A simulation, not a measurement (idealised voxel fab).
A process module follows: voxel capacitor over wiring.
The cross-section shown here is cut; it is 165 nm wide and divided into square cells measuring 5 nm on a side.
Format of a cross-section: grid, square cells. Given as bands. Order: top down. Band: one or more rows of cells.
Each band's line starts with the height of the band's top and of its bottom, in nm. Then come its materials from left to right, each with its width in nm. One material with "all across" fills the band from edge to edge. "empty" is empty space.
Heads up on the height convention: 0 is the point under which the incoming wafer is all one material, and the lowest band has no bottom, it just keeps going down, like "0 -> down".
Per-row width for "30..40": begins at first number (top row of band), ends at second number (bottom row), increment between rows held constant.
You'll sometimes find "nothing got changed" written for a step, and that's the way of saying that nowhere in the cross-section did a cell change during that step.
"Encapsulated voids" specifies each empty space that is not open to the top and that occupies no fewer than 8 cells, using the form width x height at distance, the distance measured from the left edge and all three quantities in nm.
On a step's line, text after the settings is the simulator commenting on that step.
overlay nm: right-of-plan distance of the mask on a masked step; negative values mean left-of-plan.
Read each pair as before and after one process step. The after cross-section shows only down to the lowest band that changed. The step between them and its settings are given below the pair. Pairs can come from different runs of this module on the same starting wafer. A pair continues from the pair above only where its "Status quo ante" entry says so.
# Status quo ante
- 0 -> down | Si all across
- Encapsulated voids: none
# Cross-Section After Step
- 15 -> 0 | SiO2 all across
- Below 0 it's all the same as before, nothing changed down there.
- Encapsulated voids: none
Step that separates the before view from the after view above: CONFORMAL_DEP with material SiO2, thk nm 15
Status quo ante: The prior state of this step coincides with the post-step cross-section of the pair just above.
# Cross-Section After Step
- 20 -> 15 | TiN all across
- Below 15 it's all the same as before, nothing changed down there.
- Encapsulated voids: none
Step that separates the before view from the after view above: DIRECTIONAL_DEP with material TiN, thk nm 5
Status quo ante: The prior state of this step coincides with the post-step cross-section of the pair just above.
# Cross-Section After Step
- 35 -> 20 | W all across
- Below 20 it's all the same as before, nothing changed down there.
- Encapsulated voids: none
Step that separates the before view from the after view above: DIRECTIONAL_DEP with material W, thk nm 15
Status quo ante: The prior state of this step coincides with the post-step cross-section of the pair just above.
# Cross-Section After Step
- 45 -> 35 | aC all across
- Below 35 it's all the same as before, nothing changed down there.
- Encapsulated voids: none
Step that separates the before view from the after view above: DIRECTIONAL_DEP with material aC, thk nm 10
Status quo ante: The prior state of this step coincides with the post-step cross-section of the pair just above.
# Cross-Section After Step
- 70 -> 45 | 25 empty, then 30 resist, then 50 empty, then 30 resist, then 30 empty
- Below 45 it's all the same as before, nothing changed down there.
- Encapsulated voids: none
Step that separates the before view from the after view above: PATTERN with tone cover, mask id METAL_1, material resist, width nm 30, pitch nm 80, thk nm 25, overlay nm 0
Status quo ante: The prior state of this step coincides with the post-step cross-section of the pair just above.
# Cross-Section After Step
- 60 -> 45 | 25 empty, then 30 resist, then 50 empty, then 30 resist, then 30 empty
- 45 -> 35 | 25 empty, then 30 aC, then 50 empty, then 30 aC, then 30 empty
- Below 35 it's all the same as before, nothing changed down there.
- Encapsulated voids: none
Step that separates the before view from the after view above: DIRECTIONAL_ETCH with etch materials aC, depth nm 10
Status quo ante: The prior state of this step coincides with the post-step cross-section of the pair just above.
# Cross-Section After Step
- 45 -> 35 | 25 empty, then 30 aC, then 50 empty, then 30 aC, then 30 empty
- Below 35 it's all the same as before, nothing changed down there.
- Encapsulated voids: none
Step that separates the before view from the after view above: STRIP with etch materials resist
Status quo ante: The prior state of this step coincides with the post-step cross-section of the pair just above.
# Cross-Section After Step
- 45 -> 35 | 25 empty, then 30 aC, then 50 empty, then 30 aC, then 30 empty
- 35 -> 20 | 25 empty, then 30 W, then 50 empty, then 30 W, then 30 empty
- Below 20 it's all the same as before, nothing changed down there.
- Encapsulated voids: none
Step that separates the before view from the after view above: DIRECTIONAL_ETCH with etch materials W, depth nm 15
Status quo ante: The prior state of this step coincides with the post-step cross-section of the pair just above.
# Cross-Section After Step
- 45 -> 35 | 25 empty, then 30 aC, then 50 empty, then 30 aC, then 30 empty
- 35 -> 20 | 25 empty, then 30 W, then 50 empty, then 30 W, then 30 empty
- 20 -> 15 | 25 empty, then 30 TiN, then 50 empty, then 30 TiN, then 30 empty
- Below 15 it's all the same as before, nothing changed down there.
- Encapsulated voids: none
Step that separates the before view from the after view above: DIRECTIONAL_ETCH with etch materials TiN, depth nm 5
Status quo ante: The prior state of this step coincides with the post-step cross-section of the pair just above.
# Cross-Section After Step
- 35 -> 20 | 25 empty, then 30 W, then 50 empty, then 30 W, then 30 empty
- Below 20 it's all the same as before, nothing changed down there.
- Encapsulated voids: none
Step that separates the before view from the after view above: STRIP with etch materials aC
Status quo ante: The prior state of this step coincides with the post-step cross-section of the pair just above.
# Cross-Section After Step
- 40 -> 35 | 20 empty, then 40 SiCN, then 40 empty, then 40 SiCN, then 25 empty
- 35 -> 20 | 20 empty, then 5 SiCN, then 30 W, then 5 SiCN, then 40 empty, then 5 SiCN, then 30 W, then 5 SiCN, then 25 empty
- 20 -> 15 | 25 SiCN, then 30 TiN, then 50 SiCN, then 30 TiN, then 30 SiCN
- Below 15 it's all the same as before, nothing changed down there.
- Encapsulated voids: none
Step that separates the before view from the after view above: CONFORMAL_DEP with material SiCN, thk nm 5
Status quo ante: The prior state of this step coincides with the post-step cross-section of the pair just above.
# Cross-Section After Step
- 45 -> 40 | lowk all across
- 40 -> 35 | 20 lowk, then 40 SiCN, then 40 lowk, then 40 SiCN, then 25 lowk
- 35 -> 20 | 20 lowk, then 5 SiCN, then 30 W, then 5 SiCN, then 40 lowk, then 5 SiCN, then 30 W, then 5 SiCN, then 25 lowk
- Below 20 it's all the same as before, nothing changed down there.
- Encapsulated voids: none
Step that separates the before view from the after view above: FILL_DEP with material lowk, thk nm 5
Status quo ante: The prior state of this step coincides with the post-step cross-section of the pair just above.
# Cross-Section After Step
- 35 -> 20 | 20 lowk, then 5 SiCN, then 30 W, then 5 SiCN, then 40 lowk, then 5 SiCN, then 30 W, then 5 SiCN, then 25 lowk
- Below 20 it's all the same as before, nothing changed down there.
- Encapsulated voids: none
Step that separates the before view from the after view above: CMP with height nm 35
Status quo ante: The prior state of this step coincides with the post-step cross-section of the pair just above.
# Cross-Section After Step
- 40 -> 35 | SiCN all across
- Below 35 it's all the same as before, nothing changed down there.
- Encapsulated voids: none
Step that separates the before view from the after view above: CONFORMAL_DEP with material SiCN, thk nm 5
Status quo ante: The prior state of this step coincides with the post-step cross-section of the pair just above.
# Cross-Section After Step
- 55 -> 40 | SiO2 all across
- Below 40 it's all the same as before, nothing changed down there.
- Encapsulated voids: none
Step that separates the before view from the after view above: DIRECTIONAL_DEP with material SiO2, thk nm 15
Status quo ante: The prior state of this step coincides with the post-step cross-section of the pair just above.
# Cross-Section After Step
- 55 -> 40 | 40 SiO2, then 15 empty, then 110 SiO2
- Below 40 it's all the same as before, nothing changed down there.
- Encapsulated voids: none
Step that separates the before view from the after view above: MASKED_ETCH with tone open, mask id PLUG_1, width nm 15, etch materials SiO2, depth nm 15, overlay nm 0
Status quo ante: The prior state of this step coincides with the post-step cross-section of the pair just above.
# Cross-Section After Step
- 55 -> 40 | 40 SiO2, then 15 empty, then 110 SiO2
- 40 -> 35 | 40 SiCN, then 15 empty, then 110 SiCN
- Below 35 it's all the same as before, nothing changed down there.
- Encapsulated voids: none
Step that separates the before view from the after view above: MASKED_ETCH with tone open, mask id PLUG_1, width nm 15, etch materials SiCN, depth nm 5, overlay nm 0
Status quo ante: The prior state of this step coincides with the post-step cross-section of the pair just above.
# Cross-Section After Step
- 55 -> 45 | 40 SiO2, then 15 empty, then 110 SiO2
- 45 -> 40 | 40 SiO2, then 15 Ru, then 110 SiO2
- 40 -> 35 | 40 SiCN, then 15 Ru, then 110 SiCN
- Below 35 it's all the same as before, nothing changed down there.
- Encapsulated voids: none
Step that separates the before view from the after view above: EPI with material Ru, thk nm 10
Status quo ante: The prior state of this step coincides with the post-step cross-section of the pair just above.
# Cross-Section After Step
- 55 -> 40 | 40 SiO2, then 15 Ru, then 110 SiO2
- Below 40 it's all the same as before, nothing changed down there.
- Encapsulated voids: none
Step that separates the before view from the after view above: EPI with material Ru, thk nm 10
Status quo ante: The prior state of this step coincides with the post-step cross-section of the pair just above.
# Cross-Section After Step
- 65 -> 55 | TiN all across
- Below 55 it's all the same as before, nothing changed down there.
- Encapsulated voids: none
Step that separates the before view from the after view above: DIRECTIONAL_DEP with material TiN, thk nm 10
Status quo ante: The prior state of this step coincides with the post-step cross-section of the pair just above.
# Cross-Section After Step
- 70 -> 65 | SiN all across
- Below 65 it's all the same as before, nothing changed down there.
- Encapsulated voids: none
Step that separates the before view from the after view above: DIRECTIONAL_DEP with material SiN, thk nm 5
Status quo ante: The prior state of this step coincides with the post-step cross-section of the pair just above.
# Cross-Section After Step
- 75 -> 70 | TiN all across
- Below 70 it's all the same as before, nothing changed down there.
- Encapsulated voids: none
Step that separates the before view from the after view above: DIRECTIONAL_DEP with material TiN, thk nm 5
Status quo ante: The prior state of this step coincides with the post-step cross-section of the pair just above.
# Cross-Section After Step
- 90 -> 75 | 40 empty, then 55 resist, then 70 empty
- Below 75 it's all the same as before, nothing changed down there.
- Encapsulated voids: none
Step that separates the before view from the after view above: PATTERN with tone cover, mask id UPPER_PLATE, material resist, width nm 55, thk nm 15, overlay nm 0
Status quo ante: The prior state of this step coincides with the post-step cross-section of the pair just above.
# Cross-Section After Step
- 90 -> 75 | 40 empty, then 55 resist, then 70 empty
- 75 -> 70 | 40 empty, then 55 TiN, then 70 empty
- Below 70 it's all the same as before, nothing changed down there.
- Encapsulated voids: none
Step that separates the before view from the after view above: DIRECTIONAL_ETCH with etch materials TiN, depth nm 5
Status quo ante: The prior state of this step coincides with the post-step cross-section of the pair just above.
# Cross-Section After Step
- 90 -> 75 | 40 empty, then 55 resist, then 70 empty
- 75 -> 70 | 40 empty, then 55 TiN, then 70 empty
- 70 -> 65 | 40 empty, then 55 SiN, then 70 empty
- Below 65 it's all the same as before, nothing changed down there.
- Encapsulated voids: none
Step that separates the before view from the after view above: DIRECTIONAL_ETCH with etch materials SiN, depth nm 5
Status quo ante: The prior state of this step coincides with the post-step cross-section of the pair just above.
# Cross-Section After Step
- 75 -> 70 | 40 empty, then 55 TiN, then 70 empty
- Below 70 it's all the same as before, nothing changed down there.
- Encapsulated voids: none
Step that separates the before view from the after view above: STRIP with etch materials resist
Status quo ante: The prior state of this step coincides with the post-step cross-section of the pair just above.
# Cross-Section After Step
- 75 -> 70 | 40 empty, then 55 TiN, then 70 empty
- 70 -> 65 | 40 empty, then 55 SiN, then 70 empty
- 65 -> 55 | 35 empty, then 65 TiN, then 65 empty
- Below 55 it's all the same as before, nothing changed down there.
- Encapsulated voids: none
Step that separates the before view from the after view above: MASKED_ETCH with tone cover, mask id LOWER_PLATE, width nm 65, etch materials TiN, depth nm 10, overlay nm 0
Status quo ante: The prior state of this step coincides with the post-step cross-section of the pair just above.
# Cross-Section After Step
- 90 -> 75 | SiO2 all across
- 75 -> 70 | 40 SiO2, then 55 TiN, then 70 SiO2
- 70 -> 65 | 40 SiO2, then 55 SiN, then 70 SiO2
- 65 -> 55 | 35 SiO2, then 65 TiN, then 65 SiO2
- Below 55 it's all the same as before, nothing changed down there.
- Encapsulated voids: none
Step that separates the before view from the after view above: FILL_DEP with material SiO2, thk nm 15
Status quo ante: The prior state of this step coincides with the post-step cross-section of the pair just above.
# Cross-Section After Step
- 85 -> 75 | SiO2 all across
- Below 75 it's all the same as before, nothing changed down there.
- Encapsulated voids: none
Step that separates the before view from the after view above: CMP with height nm 85
Status quo ante: The prior state of this step coincides with the post-step cross-section of the pair just above.
# Cross-Section After Step
- 85 -> 75 | 50 SiO2, then 15 empty, then 100 SiO2
- Below 75 it's all the same as before, nothing changed down there.
- Encapsulated voids: none
Step that separates the before view from the after view above: MASKED_ETCH with tone open, mask id PLUG_2, width nm 15, etch materials SiO2, depth nm 10, overlay nm 0
Status quo ante: The prior state of this step coincides with the post-step cross-section of the pair just above.
# Cross-Section After Step
- 90 -> 85 | 55 TiN, then 5 empty, then 105 TiN
- 85 -> 80 | 50 SiO2, then 5 TiN, then 5 empty, then 5 TiN, then 100 SiO2
- 80 -> 70 | 50..40 SiO2, then 15..55 TiN, then 100..70 SiO2
- Below 70 it's all the same as before, nothing changed down there.
- Encapsulated voids: none
Step that separates the before view from the after view above: CONFORMAL_DEP with material TiN, thk nm 5
Status quo ante: The prior state of this step coincides with the post-step cross-section of the pair just above.
# Cross-Section After Step
- 95 -> 90 | Cu all across
- 90 -> 85 | 55 TiN, then 5 Cu, then 105 TiN
- 85 -> 80 | 50 SiO2, then 5 TiN, then 5 Cu, then 5 TiN, then 100 SiO2
- Below 80 it's all the same as before, nothing changed down there.
- Encapsulated voids: none
Step that separates the before view from the after view above: FILL_DEP with material Cu, thk nm 5
Status quo ante: The prior state of this step coincides with the post-step cross-section of the pair just above.
# Cross-Section After Step
- 85 -> 80 | 50 SiO2, then 5 TiN, then 5 Cu, then 5 TiN, then 100 SiO2
- Below 80 it's all the same as before, nothing changed down there.
- Encapsulated voids: none
Step that separates the before view from the after view above: CMP with height nm 85
Status quo ante: The prior state of this step coincides with the post-step cross-section of the pair just above.
# Cross-Section After Step
- 90 -> 85 | SiN all across
- Below 85 it's all the same as before, nothing changed down there.
- Encapsulated voids: none
Step that separates the before view from the after view above: CONFORMAL_DEP with material SiN, thk nm 5
# Status quo ante
- 15 -> 0 | SiO2 all across
- 0 -> down | Si all across
- Encapsulated voids: none
# Cross-Section After Step
- 30 -> 15 | W all across
- Below 15 it's all the same as before, nothing changed down there.
- Encapsulated voids: none
Step that separates the before view from the after view above: DIRECTIONAL_DEP with material W, thk nm 15
Status quo ante: The prior state of this step coincides with the post-step cross-section of the pair just above.
# Cross-Section After Step
- 40 -> 30 | aC all across
- Below 30 it's all the same as before, nothing changed down there.
- Encapsulated voids: none
Step that separates the before view from the after view above: DIRECTIONAL_DEP with material aC, thk nm 10
Status quo ante: The prior state of this step coincides with the post-step cross-section of the pair just above.
# Cross-Section After Step
- 65 -> 40 | 25 empty, then 30 resist, then 50 empty, then 30 resist, then 30 empty
- Below 40 it's all the same as before, nothing changed down there.
- Encapsulated voids: none
Step that separates the before view from the after view above: PATTERN with tone cover, mask id METAL_1, material resist, width nm 30, pitch nm 80, thk nm 25, overlay nm 0
Status quo ante: The prior state of this step coincides with the post-step cross-section of the pair just above.
# Cross-Section After Step
- 55 -> 40 | 25 empty, then 30 resist, then 50 empty, then 30 resist, then 30 empty
- 40 -> 30 | 25 empty, then 30 aC, then 50 empty, then 30 aC, then 30 empty
- Below 30 it's all the same as before, nothing changed down there.
- Encapsulated voids: none
Step that separates the before view from the after view above: DIRECTIONAL_ETCH with etch materials aC, depth nm 10
Status quo ante: The prior state of this step coincides with the post-step cross-section of the pair just above.
# Cross-Section After Step
- 40 -> 30 | 25 empty, then 30 aC, then 50 empty, then 30 aC, then 30 empty
- Below 30 it's all the same as before, nothing changed down there.
- Encapsulated voids: none
Step that separates the before view from the after view above: STRIP with etch materials resist
Status quo ante: The prior state of this step coincides with the post-step cross-section of the pair just above.
# Cross-Section After Step
- 40 -> 30 | 25 empty, then 30 aC, then 50 empty, then 30 aC, then 30 empty
- 30 -> 15 | 25 empty, then 30 W, then 50 empty, then 30 W, then 30 empty
- Below 15 it's all the same as before, nothing changed down there.
- Encapsulated voids: none
Step that separates the before view from the after view above: DIRECTIONAL_ETCH with etch materials W, depth nm 15
Status quo ante: The prior state of this step coincides with the post-step cross-section of the pair just above.
# Cross-Section After Step
- 30 -> 15 | 25 empty, then 30 W, then 50 empty, then 30 W, then 30 empty
- Below 15 it's all the same as before, nothing changed down there.
- Encapsulated voids: none
Step that separates the before view from the after view above: STRIP with etch materials aC
Status quo ante: The prior state of this step coincides with the post-step cross-section of the pair just above.
# Cross-Section After Step
- 35 -> 30 | 20 empty, then 40 SiCN, then 40 empty, then 40 SiCN, then 25 empty
- 30 -> 20 | 20 empty, then 5 SiCN, then 30 W, then 5 SiCN, then 40 empty, then 5 SiCN, then 30 W, then 5 SiCN, then 25 empty
- 20 -> 15 | 25 SiCN, then 30 W, then 50 SiCN, then 30 W, then 30 SiCN
- Below 15 it's all the same as before, nothing changed down there.
- Encapsulated voids: none
Step that separates the before view from the after view above: CONFORMAL_DEP with material SiCN, thk nm 5
Status quo ante: The prior state of this step coincides with the post-step cross-section of the pair just above.
# Cross-Section After Step
- 40 -> 35 | lowk all across
- 35 -> 30 | 20 lowk, then 40 SiCN, then 40 lowk, then 40 SiCN, then 25 lowk
- 30 -> 20 | 20 lowk, then 5 SiCN, then 30 W, then 5 SiCN, then 40 lowk, then 5 SiCN, then 30 W, then 5 SiCN, then 25 lowk
- Below 20 it's all the same as before, nothing changed down there.
- Encapsulated voids: none
Step that separates the before view from the after view above: FILL_DEP with material lowk, thk nm 5
Status quo ante: The prior state of this step coincides with the post-step cross-section of the pair just above.
# Cross-Section After Step
- 35 -> 30 | 20 lowk, then 40 SiCN, then 40 lowk, then 40 SiCN, then 25 lowk
- Below 30 it's all the same as before, nothing changed down there.
- Encapsulated voids: none
Step that separates the before view from the after view above: CMP with height nm 35
Status quo ante: The prior state of this step coincides with the post-step cross-section of the pair just above.
# Cross-Section After Step
- 40 -> 35 | SiCN all across
- Below 35 it's all the same as before, nothing changed down there.
- Encapsulated voids: none
Step that separates the before view from the after view above: CONFORMAL_DEP with material SiCN, thk nm 5
Status quo ante: The prior state of this step coincides with the post-step cross-section of the pair just above.
# Cross-Section After Step
- 55 -> 40 | SiO2 all across
- Below 40 it's all the same as before, nothing changed down there.
- Encapsulated voids: none
Step that separates the before view from the after view above: DIRECTIONAL_DEP with material SiO2, thk nm 15
Status quo ante: The prior state of this step coincides with the post-step cross-section of the pair just above.
# Cross-Section After Step
- 55 -> 40 | 40 SiO2, then 15 empty, then 110 SiO2
- Below 40 it's all the same as before, nothing changed down there.
- Encapsulated voids: none
Step that separates the before view from the after view above: MASKED_ETCH with tone open, mask id PLUG_1, width nm 15, etch materials SiO2, depth nm 15, overlay nm 0
Status quo ante: The prior state of this step coincides with the post-step cross-section of the pair just above.
# Cross-Section After Step
- 55 -> 40 | 40 SiO2, then 15 empty, then 110 SiO2
- 40 -> 35 | 40 SiCN, then 15 empty, then 110 SiCN
- Below 35 it's all the same as before, nothing changed down there.
- Encapsulated voids: none
Step that separates the before view from the after view above: MASKED_ETCH with tone open, mask id PLUG_1, width nm 15, etch materials SiCN, depth nm 5, overlay nm 0
Status quo ante: The prior state of this step coincides with the post-step cross-section of the pair just above.
# Cross-Section After Step
- 65 -> 55 | 40 TiN, then 15 empty, then 110 TiN
- 55 -> 45 | 40 SiO2, then 15 empty, then 110 SiO2
- 45 -> 40 | 40 SiO2, then 15 TiN, then 110 SiO2
- 40 -> 35 | 40 SiCN, then 15 TiN, then 110 SiCN
- Below 35 it's all the same as before, nothing changed down there.
- Encapsulated voids: none
Step that separates the before view from the after view above: DIRECTIONAL_DEP with material TiN, thk nm 10
Status quo ante: The prior state of this step coincides with the post-step cross-section of the pair just above.
# Cross-Section After Step
- 70 -> 65 | 40 SiN, then 15 empty, then 110 SiN
- 65 -> 55 | 40 TiN, then 15 empty, then 110 TiN
- 55 -> 50 | 40 SiO2, then 15 empty, then 110 SiO2
- 50 -> 45 | 40 SiO2, then 15 SiN, then 110 SiO2
- Below 45 it's all the same as before, nothing changed down there.
- Encapsulated voids: none
Step that separates the before view from the after view above: DIRECTIONAL_DEP with material SiN, thk nm 5
Status quo ante: The prior state of this step coincides with the post-step cross-section of the pair just above.
# Cross-Section After Step
- 75 -> 70 | 40 TiN, then 15 empty, then 110 TiN
- 70 -> 65 | 40 SiN, then 15 empty, then 110 SiN
- 65 -> 55 | 40 TiN, then 15 empty, then 110 TiN
- 55 -> 50 | 40 SiO2, then 15 TiN, then 110 SiO2
- Below 50 it's all the same as before, nothing changed down there.
- Encapsulated voids: none
Step that separates the before view from the after view above: DIRECTIONAL_DEP with material TiN, thk nm 5
Status quo ante: The prior state of this step coincides with the post-step cross-section of the pair just above.
# Cross-Section After Step
- 90 -> 75 | 40 empty, then 55 resist, then 70 empty
- 75 -> 70 | 40 TiN, then 15 resist, then 110 TiN
- 70 -> 65 | 40 SiN, then 15 resist, then 110 SiN
- 65 -> 55 | 40 TiN, then 15 resist, then 110 TiN
- Below 55 it's all the same as before, nothing changed down there.
- Encapsulated voids: none
Step that separates the before view from the after view above: PATTERN with tone cover, mask id UPPER_PLATE, material resist, width nm 55, thk nm 15, overlay nm 0
Status quo ante: The prior state of this step coincides with the post-step cross-section of the pair just above.
# Cross-Section After Step
- 90 -> 75 | 40 empty, then 55 resist, then 70 empty
- 75 -> 70 | 40 empty, then 15 resist, then 40 TiN, then 70 empty
- Below 70 it's all the same as before, nothing changed down there.
- Encapsulated voids: none
Step that separates the before view from the after view above: DIRECTIONAL_ETCH with etch materials TiN, depth nm 5
Status quo ante: The prior state of this step coincides with the post-step cross-section of the pair just above.
# Cross-Section After Step
- 90 -> 75 | 40 empty, then 55 resist, then 70 empty
- 75 -> 70 | 40 empty, then 15 resist, then 40 TiN, then 70 empty
- 70 -> 65 | 40 empty, then 15 resist, then 40 SiN, then 70 empty
- Below 65 it's all the same as before, nothing changed down there.
- Encapsulated voids: none
Step that separates the before view from the after view above: DIRECTIONAL_ETCH with etch materials SiN, depth nm 5
Status quo ante: The prior state of this step coincides with the post-step cross-section of the pair just above.
# Cross-Section After Step
- 75 -> 70 | 55 empty, then 40 TiN, then 70 empty
- 70 -> 65 | 55 empty, then 40 SiN, then 70 empty
- 65 -> 55 | 40 TiN, then 15 empty, then 110 TiN
- Below 55 it's all the same as before, nothing changed down there.
- Encapsulated voids: none
Step that separates the before view from the after view above: STRIP with etch materials resist
Status quo ante: The prior state of this step coincides with the post-step cross-section of the pair just above.
# Cross-Section After Step
- 75 -> 70 | 55 empty, then 40 TiN, then 70 empty
- 70 -> 65 | 55 empty, then 40 SiN, then 70 empty
- 65 -> 55 | 35 empty, then 5 TiN, then 15 empty, then 45 TiN, then 65 empty
- Below 55 it's all the same as before, nothing changed down there.
- Encapsulated voids: none
Step that separates the before view from the after view above: MASKED_ETCH with tone cover, mask id LOWER_PLATE, width nm 65, etch materials TiN, depth nm 10, overlay nm 0
Status quo ante: The prior state of this step coincides with the post-step cross-section of the pair just above.
# Cross-Section After Step
- 90 -> 75 | SiO2 all across
- 75 -> 70 | 55 SiO2, then 40 TiN, then 70 SiO2
- 70 -> 65 | 55 SiO2, then 40 SiN, then 70 SiO2
- 65 -> 55 | 35 SiO2, then 5 TiN, then 15 SiO2, then 45 TiN, then 65 SiO2
- Below 55 it's all the same as before, nothing changed down there.
- Encapsulated voids: none
Step that separates the before view from the after view above: FILL_DEP with material SiO2, thk nm 15
Status quo ante: The prior state of this step coincides with the post-step cross-section of the pair just above.
# Cross-Section After Step
- 85 -> 75 | SiO2 all across
- Below 75 it's all the same as before, nothing changed down there.
- Encapsulated voids: none
Step that separates the before view from the after view above: CMP with height nm 85
Status quo ante: The prior state of this step coincides with the post-step cross-section of the pair just above.
# Cross-Section After Step
- 85 -> 75 | 50 SiO2, then 15 empty, then 100 SiO2
- Below 75 it's all the same as before, nothing changed down there.
- Encapsulated voids: none
Step that separates the before view from the after view above: MASKED_ETCH with tone open, mask id PLUG_2, width nm 15, etch materials SiO2, depth nm 10, overlay nm 0
Status quo ante: The prior state of this step coincides with the post-step cross-section of the pair just above.
# Cross-Section After Step
- 90 -> 85 | 55 TiN, then 5 empty, then 105 TiN
- 85 -> 80 | 50 SiO2, then 5 TiN, then 5 empty, then 5 TiN, then 100 SiO2
- 80 -> 70 | 50..55 SiO2, then 15..40 TiN, then 100..70 SiO2
- Below 70 it's all the same as before, nothing changed down there.
- Encapsulated voids: none
Step that separates the before view from the after view above: CONFORMAL_DEP with material TiN, thk nm 5
Status quo ante: The prior state of this step coincides with the post-step cross-section of the pair just above.
# Cross-Section After Step
- 95 -> 90 | Cu all across
- 90 -> 85 | 55 TiN, then 5 Cu, then 105 TiN
- 85 -> 80 | 50 SiO2, then 5 TiN, then 5 Cu, then 5 TiN, then 100 SiO2
- Below 80 it's all the same as before, nothing changed down there.
- Encapsulated voids: none
Step that separates the before view from the after view above: FILL_DEP with material Cu, thk nm 5
Status quo ante: The prior state of this step coincides with the post-step cross-section of the pair just above.
# Cross-Section After Step
- 85 -> 80 | 50 SiO2, then 5 TiN, then 5 Cu, then 5 TiN, then 100 SiO2
- Below 80 it's all the same as before, nothing changed down there.
- Encapsulated voids: none
Step that separates the before view from the after view above: CMP with height nm 85
Status quo ante: The prior state of this step coincides with the post-step cross-section of the pair just above.
# Cross-Section After Step
- 90 -> 85 | SiN all across
- Below 85 it's all the same as before, nothing changed down there.
- Encapsulated voids: none
Step that separates the before view from the after view above: CONFORMAL_DEP with material SiN, thk nm 5
# Status quo ante
- 15 -> 0 | SiO2 all across
- 0 -> down | Si all across
- Encapsulated voids: none
# Cross-Section After Step
- 30 -> 0 | SiO2 all across
- Below 0 it's all the same as before, nothing changed down there.
- Encapsulated voids: none
Step that separates the before view from the after view above: CONFORMAL_DEP with material SiO2, thk nm 15
Status quo ante: The prior state of this step coincides with the post-step cross-section of the pair just above.
# Cross-Section After Step
- 35 -> 30 | TiN all across
- Below 30 it's all the same as before, nothing changed down there.
- Encapsulated voids: none
Step that separates the before view from the after view above: DIRECTIONAL_DEP with material TiN, thk nm 5
Status quo ante: The prior state of this step coincides with the post-step cross-section of the pair just above.
# Cross-Section After Step
- 50 -> 35 | W all across
- Below 35 it's all the same as before, nothing changed down there.
- Encapsulated voids: none
Step that separates the before view from the after view above: DIRECTIONAL_DEP with material W, thk nm 15
Status quo ante: The prior state of this step coincides with the post-step cross-section of the pair just above.
# Cross-Section After Step
- 60 -> 50 | aC all across
- Below 50 it's all the same as before, nothing changed down there.
- Encapsulated voids: none
Step that separates the before view from the after view above: DIRECTIONAL_DEP with material aC, thk nm 10
Status quo ante: The prior state of this step coincides with the post-step cross-section of the pair just above.
# Cross-Section After Step
- 85 -> 60 | 25 empty, then 30 resist, then 50 empty, then 30 resist, then 30 empty
- Below 60 it's all the same as before, nothing changed down there.
- Encapsulated voids: none
Step that separates the before view from the after view above: PATTERN with tone cover, mask id METAL_1, material resist, width nm 30, pitch nm 80, thk nm 25, overlay nm 0
Status quo ante: The prior state of this step coincides with the post-step cross-section of the pair just above.
# Cross-Section After Step
- 75 -> 60 | 25 empty, then 30 resist, then 50 empty, then 30 resist, then 30 empty
- 60 -> 50 | 25 empty, then 30 aC, then 50 empty, then 30 aC, then 30 empty
- Below 50 it's all the same as before, nothing changed down there.
- Encapsulated voids: none
Step that separates the before view from the after view above: DIRECTIONAL_ETCH with etch materials aC, depth nm 10
Status quo ante: The prior state of this step coincides with the post-step cross-section of the pair just above.
# Cross-Section After Step
- 60 -> 50 | 25 empty, then 30 aC, then 50 empty, then 30 aC, then 30 empty
- Below 50 it's all the same as before, nothing changed down there.
- Encapsulated voids: none
Step that separates the before view from the after view above: STRIP with etch materials resist
Status quo ante: The prior state of this step coincides with the post-step cross-section of the pair just above.
# Cross-Section After Step
- 60 -> 50 | 25 empty, then 30 aC, then 50 empty, then 30 aC, then 30 empty
- 50 -> 35 | 25 empty, then 30 W, then 50 empty, then 30 W, then 30 empty
- Below 35 it's all the same as before, nothing changed down there.
- Encapsulated voids: none
Step that separates the before view from the after view above: DIRECTIONAL_ETCH with etch materials W, depth nm 15
Status quo ante: The prior state of this step coincides with the post-step cross-section of the pair just above.
# Cross-Section After Step
- 60 -> 50 | 25 empty, then 30 aC, then 50 empty, then 30 aC, then 30 empty
- 50 -> 35 | 25 empty, then 30 W, then 50 empty, then 30 W, then 30 empty
- 35 -> 30 | 25 empty, then 30 TiN, then 50 empty, then 30 TiN, then 30 empty
- Below 30 it's all the same as before, nothing changed down there.
- Encapsulated voids: none
Step that separates the before view from the after view above: DIRECTIONAL_ETCH with etch materials TiN, depth nm 5
Status quo ante: The prior state of this step coincides with the post-step cross-section of the pair just above.
# Cross-Section After Step
- 50 -> 35 | 25 empty, then 30 W, then 50 empty, then 30 W, then 30 empty
- Below 35 it's all the same as before, nothing changed down there.
- Encapsulated voids: none
Step that separates the before view from the after view above: STRIP with etch materials aC
Status quo ante: The prior state of this step coincides with the post-step cross-section of the pair just above.
# Cross-Section After Step
- 55 -> 50 | 20 empty, then 40 SiCN, then 40 empty, then 40 SiCN, then 25 empty
- 50 -> 35 | 20 empty, then 5 SiCN, then 30 W, then 5 SiCN, then 40 empty, then 5 SiCN, then 30 W, then 5 SiCN, then 25 empty
- 35 -> 30 | 25 SiCN, then 30 TiN, then 50 SiCN, then 30 TiN, then 30 SiCN
- Below 30 it's all the same as before, nothing changed down there.
- Encapsulated voids: none
Step that separates the before view from the after view above: CONFORMAL_DEP with material SiCN, thk nm 5
Status quo ante: The prior state of this step coincides with the post-step cross-section of the pair just above.
# Cross-Section After Step
- 60 -> 55 | lowk all across
- 55 -> 50 | 20 lowk, then 40 SiCN, then 40 lowk, then 40 SiCN, then 25 lowk
- 50 -> 35 | 20 lowk, then 5 SiCN, then 30 W, then 5 SiCN, then 40 lowk, then 5 SiCN, then 30 W, then 5 SiCN, then 25 lowk
- Below 35 it's all the same as before, nothing changed down there.
- Encapsulated voids: none
Step that separates the before view from the after view above: FILL_DEP with material lowk, thk nm 5
Status quo ante: The prior state of this step coincides with the post-step cross-section of the pair just above.
# Cross-Section After Step
- 35 -> 30 | 25 SiCN, then 30 TiN, then 50 SiCN, then 30 TiN, then 30 SiCN
- Below 30 it's all the same as before, nothing changed down there.
- Encapsulated voids: none
Step that separates the before view from the after view above: CMP with height nm 35
Status quo ante: The prior state of this step coincides with the post-step cross-section of the pair just above.
# Cross-Section After Step
- 40 -> 35 | SiCN all across
- Below 35 it's all the same as before, nothing changed down there.
- Encapsulated voids: none
Step that separates the before view from the after view above: CONFORMAL_DEP with material SiCN, thk nm 5
Status quo ante: The prior state of this step coincides with the post-step cross-section of the pair just above.
# Cross-Section After Step
- 55 -> 40 | SiO2 all across
- Below 40 it's all the same as before, nothing changed down there.
- Encapsulated voids: none
Step that separates the before view from the after view above: DIRECTIONAL_DEP with material SiO2, thk nm 15
